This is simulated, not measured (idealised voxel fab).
Proc. module: voxel capacitor over wiring
Cross-sectional view cut (width: 240 nm; square cell size: 5 nm).
In what follows, cross-sections appear as grids of square cells, described through bands that run from the top down, where every band is one or more rows of cells.
Quick guide to a band line: top height, bottom height (nm) up front; then every material left to right with its width in nm. Only one material and it's marked "everywhere"? Then it fills the band edge to edge. And "empty" just means empty space.
A quick word on heights: they are counted from 0, and under that level the wafer as it came to us is one material throughout. The lowest band is different from the rest in having no bottom; it simply continues downward, written as in "0 -> down".
It should be noted that a width expressed as "30->40" varies in equal increments from row to row of cells within the band, taking the value of the first number at the top row and that of the second number at the bottom row.
"everything unchanged" means the step left every cell of the cross-section as it was.
Look at "Trapped cavities" for the closed voids: empty spaces with no open path to the top, sized 8 cells or up. Each is width x height at distance, distance from the left edge, all nm.
Text after the settings on a step's line: the simulator's own remark on that step.
overlay nm, on a step with a mask: how far to the right of its planned place the mask lay; to the left if negative
[Below is the list of planned process steps]
step 1: RECEIVE, material Si
step 2: CONFORMAL_DEP, material SiO2, thk nm 15
step 3: DIRECTIONAL_DEP, material TiN, thk nm 5
step 4: DIRECTIONAL_DEP, material W, thk nm 25
step 5: PATTERN, tone cover, mask id METAL_1, material resist, width nm 25, pitch nm 90, thk nm 20, overlay nm 0
step 6: DIRECTIONAL_ETCH, etch materials W, depth nm 25
step 7: DIRECTIONAL_ETCH, etch materials TiN, depth nm 5
step 8: STRIP, etch materials resist
step 9: CONFORMAL_DEP, material SiN, thk nm 5
step 10: FILL_DEP, material lowk, thk nm 5
step 11: CMP, height nm 45
step 12: CONFORMAL_DEP, material SiCN, thk nm 5
step 13: DIRECTIONAL_DEP, material SiO2, thk nm 15
step 14: DIRECTIONAL_DEP, material aC, thk nm 15
step 15: PATTERN, tone open, mask id PLUG_1, material resist, width nm 15, thk nm 30, overlay nm 0
step 16: DIRECTIONAL_ETCH, etch materials aC, depth nm 15
step 17: STRIP, etch materials resist
step 18: DIRECTIONAL_ETCH, etch materials SiO2, depth nm 15
step 19: DIRECTIONAL_ETCH, etch materials SiCN, depth nm 5
step 20: STRIP, etch materials aC
step 21: CONFORMAL_DEP, material TiN, thk nm 5
step 22: FILL_DEP, material Ru, thk nm 10
step 23: CMP, height nm 65
step 24: DIRECTIONAL_DEP, material TiN, thk nm 5
step 25: DIRECTIONAL_DEP, material Al2O3, thk nm 5
step 26: DIRECTIONAL_DEP, material TiN, thk nm 5
step 27: DIRECTIONAL_DEP, material aC, thk nm 10
step 28: PATTERN, tone cover, mask id UPPER_PLATE, material resist, width nm 70, thk nm 25, overlay nm 0
step 29: DIRECTIONAL_ETCH, etch materials aC, depth nm 10
step 30: STRIP, etch materials resist
step 31: DIRECTIONAL_ETCH, etch materials TiN, depth nm 5
step 32: DIRECTIONAL_ETCH, etch materials Al2O3, depth nm 5
step 33: STRIP, etch materials aC
step 34: PATTERN, tone cover, mask id LOWER_PLATE, material resist, width nm 80, thk nm 15, overlay nm 0
step 35: DIRECTIONAL_ETCH, etch materials TiN, depth nm 5
step 36: STRIP, etch materials resist
step 37: FILL_DEP, material SiO2, thk nm 15
step 38: CMP, height nm 90
step 39: PATTERN, tone open, mask id PLUG_2, material resist, width nm 15, thk nm 15, overlay nm 0
step 40: DIRECTIONAL_ETCH, etch materials SiO2, depth nm 10
step 41: STRIP, etch materials resist
step 42: CONFORMAL_DEP, material TiN, thk nm 5
step 43: FILL_DEP, material Ru, thk nm 5
step 44: CMP, height nm 90
step 45: CONFORMAL_DEP, material SiN, thk nm 5
[Wafer as received: cross-section following step 1]
* 0 -> down  Si everywhere
* Trapped cavities: none
[Post-module cross-section of the first of two wafers (run per plan)]
* 95 -> 90  SiN everywhere
* 90 -> 85  SiO2: 80  TiN: 5  Ru: 5  TiN: 5  SiO2: 145
* 85 -> 75  SiO2: 80->70  TiN: 15->70  SiO2: 145->100
* 75 -> 70  SiO2: 70  Al2O3: 70  SiO2: 100
* 70 -> 65  SiO2: 65  TiN: 80  SiO2: 95
* 65 -> 50  SiO2: 70  TiN: 5  Ru: 5  TiN: 5  SiO2: 155
* 50 -> 45  SiCN: 70  TiN: 15  SiCN: 155
* 45 -> 20  lowk: 55  SiN: 5  W: 25  SiN: 5  lowk: 55  SiN: 5  W: 25  SiN: 5  lowk: 60
* 20 -> 15  SiN: 60  TiN: 25  SiN: 65  TiN: 25  SiN: 65
* 15 -> 0  SiO2 everywhere
* 0 -> down  Si everywhere
* Trapped cavities: none
[Second of two wafers, module complete, sectioned: it shares the first wafer's start and plan but was run with one mistake]
* 95 -> 90  SiN everywhere
* 90 -> 85  SiO2: 80  TiN: 15  SiO2: 145
* 85 -> 80  Al2O3 everywhere
* 80 -> 75  TiN everywhere
* 75 -> 70  Al2O3 everywhere
* 70 -> 65  TiN everywhere
* 65 -> 50  SiO2: 70  TiN: 5  Ru: 5  TiN: 5  SiO2: 155
* 50 -> 45  SiCN: 70  TiN: 15  SiCN: 155
* 45 -> 20  lowk: 55  SiN: 5  W: 25  SiN: 5  lowk: 55  SiN: 5  W: 25  SiN: 5  lowk: 60
* 20 -> 15  SiN: 60  TiN: 25  SiN: 65  TiN: 25  SiN: 65
* 15 -> 0  SiO2 everywhere
* 0 -> down  Si everywhere
* Trapped cavities: none
What broke from the plan during processing? step 27 did not happen as planned, as run it was DIRECTIONAL_DEP, material Al2O3, thk nm 10
Wrapping up, a cell-based count of both wafers puts the second over or under the first for these materials: Al2O3: 82 more; Ru: 1 fewer; SiO2: 145 fewer; TiN: 64 more
